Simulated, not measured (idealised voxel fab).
process module | voxel fin reveal
cross-section cut | 300 nm wide | cells 5 nm
A cross-section is a grid of square cells, given in bands from the top down. A band is one or more rows of cells.
Each band's line starts with the height of the band's top and of its bottom, in nm. Then come its materials from left to right, each with its width in nm. One material with "throughout" fills the band from edge to edge. "air" is empty space.
Height 0 is the level under which the wafer as received is all one material. The lowest band goes on downwards, as in "0 down".
A width such as "30 to 40" changes by the same amount from each row of cells to the next, from the band's top row to its bottom row.
"no change" after a step means that no cell of the cross-section changed.
closed voids: empty space of 8 cells or more with no open way to the top, each as width x height at its distance from the left edge, in nm
after a step's settings: what the simulator itself notes on the step
overlay nm, on a step with a mask: how far to the right of its planned place the mask lay; to the left if negative
plan
1 op RECEIVE | material Si
2 op CONFORMAL_DEP | material SiN | thk nm 10
3 op MASKED_ETCH | tone cover | mask id FINS | width nm 15 | pitch nm 35 | etch materials SiN | depth nm 10 | overlay nm 0
4 op MASKED_ETCH | tone cover | mask id FINS | width nm 15 | pitch nm 35 | etch materials Si | depth nm 30 | overlay nm 0
5 op OXIDIZE | depth nm 5
6 op FILL_DEP | material SiO2 | thk nm 10
7 op CMP | height nm 10
8 op SELECTIVE_ETCH | etch materials SiO2 | depth nm 25
9 op STRIP | etch materials SiN
first wafer, as planned
as received, after step 1
  0 down: Si throughout
  closed voids: none
after step 2
  10 to 0: SiN throughout
  below 0: unchanged
after step 3
  10 to 0: air 90 | SiN 15 | air 20 | SiN 15 | air 20 | SiN 15 | air 20 | SiN 15 | air 90
  below 0: unchanged
after step 4
  10 to 0: air 90 | SiN 15 | air 20 | SiN 15 | air 20 | SiN 15 | air 20 | SiN 15 | air 90
  0 to -30: air 90 | Si 15 | air 20 | Si 15 | air 20 | Si 15 | air 20 | Si 15 | air 90
  below -30: unchanged
after step 5
  10 to 0: air 90 | SiN 15 | air 20 | SiN 15 | air 20 | SiN 15 | air 20 | SiN 15 | air 90
  0 to -30: air 90 | SiO2 5 | Si 5 | SiO2 5 | air 20 | SiO2 5 | Si 5 | SiO2 5 | air 20 | SiO2 5 | Si 5 | SiO2 5 | air 20 | SiO2 5 | Si 5 | SiO2 5 | air 90
  -30 to -35: SiO2 95 | Si 5 | SiO2 30 | Si 5 | SiO2 30 | Si 5 | SiO2 30 | Si 5 | SiO2 95
  below -35: unchanged
after step 6
  20 to 10: SiO2 throughout
  10 to 0: SiO2 90 | SiN 15 | SiO2 20 | SiN 15 | SiO2 20 | SiN 15 | SiO2 20 | SiN 15 | SiO2 90
  0 to -35: SiO2 95 | Si 5 | SiO2 30 | Si 5 | SiO2 30 | Si 5 | SiO2 30 | Si 5 | SiO2 95
  below -35: unchanged
after step 7
  10 to 0: SiO2 90 | SiN 15 | SiO2 20 | SiN 15 | SiO2 20 | SiN 15 | SiO2 20 | SiN 15 | SiO2 90
  below 0: unchanged
after step 8
  10 to 0: air 90 | SiN 15 | air 20 | SiN 15 | air 20 | SiN 15 | air 20 | SiN 15 | air 90
  0 to -15: air 95 | Si 5 | air 30 | Si 5 | air 30 | Si 5 | air 30 | Si 5 | air 95
  below -15: unchanged
after step 9
  0 to -15: air 95 | Si 5 | air 30 | Si 5 | air 30 | Si 5 | air 30 | Si 5 | air 95
  below -15: unchanged
second wafer: like start, like plan, one mistake. Through step 3 it matches the first wafer
when step 4 should have ended
  10 to 0: air 90 | SiN 15 | air 20 | SiN 15 | air 20 | SiN 15 | air 20 | SiN 15 | air 90
  0 to -60: air 90 | Si 15 | air 20 | Si 15 | air 20 | Si 15 | air 20 | Si 15 | air 90
  below -60: unchanged
when step 5 should have ended
  10 to 0: air 90 | SiN 15 | air 20 | SiN 15 | air 20 | SiN 15 | air 20 | SiN 15 | air 90
  0 to -60: air 90 | SiO2 5 | Si 5 | SiO2 5 | air 20 | SiO2 5 | Si 5 | SiO2 5 | air 20 | SiO2 5 | Si 5 | SiO2 5 | air 20 | SiO2 5 | Si 5 | SiO2 5 | air 90
  -60 to -65: SiO2 95 | Si 5 | SiO2 30 | Si 5 | SiO2 30 | Si 5 | SiO2 30 | Si 5 | SiO2 95
  below -65: unchanged
when step 6 should have ended
  20 to 10: SiO2 throughout
  10 to 0: SiO2 90 | SiN 15 | SiO2 20 | SiN 15 | SiO2 20 | SiN 15 | SiO2 20 | SiN 15 | SiO2 90
  0 to -65: SiO2 95 | Si 5 | SiO2 30 | Si 5 | SiO2 30 | Si 5 | SiO2 30 | Si 5 | SiO2 95
  below -65: unchanged
when step 7 should have ended
  10 to 0: SiO2 90 | SiN 15 | SiO2 20 | SiN 15 | SiO2 20 | SiN 15 | SiO2 20 | SiN 15 | SiO2 90
  below 0: unchanged
when step 8 should have ended
  10 to 0: air 90 | SiN 15 | air 20 | SiN 15 | air 20 | SiN 15 | air 20 | SiN 15 | air 90
  0 to -15: air 95 | Si 5 | air 30 | Si 5 | air 30 | Si 5 | air 30 | Si 5 | air 95
  below -15: unchanged
when step 9 should have ended
  0 to -15: air 95 | Si 5 | air 30 | Si 5 | air 30 | Si 5 | air 30 | Si 5 | air 95
  below -15: unchanged
what went wrong: step 4 was run twice
at the end the second wafer has, in cells: 336 fewer of Si | 336 more of SiO2
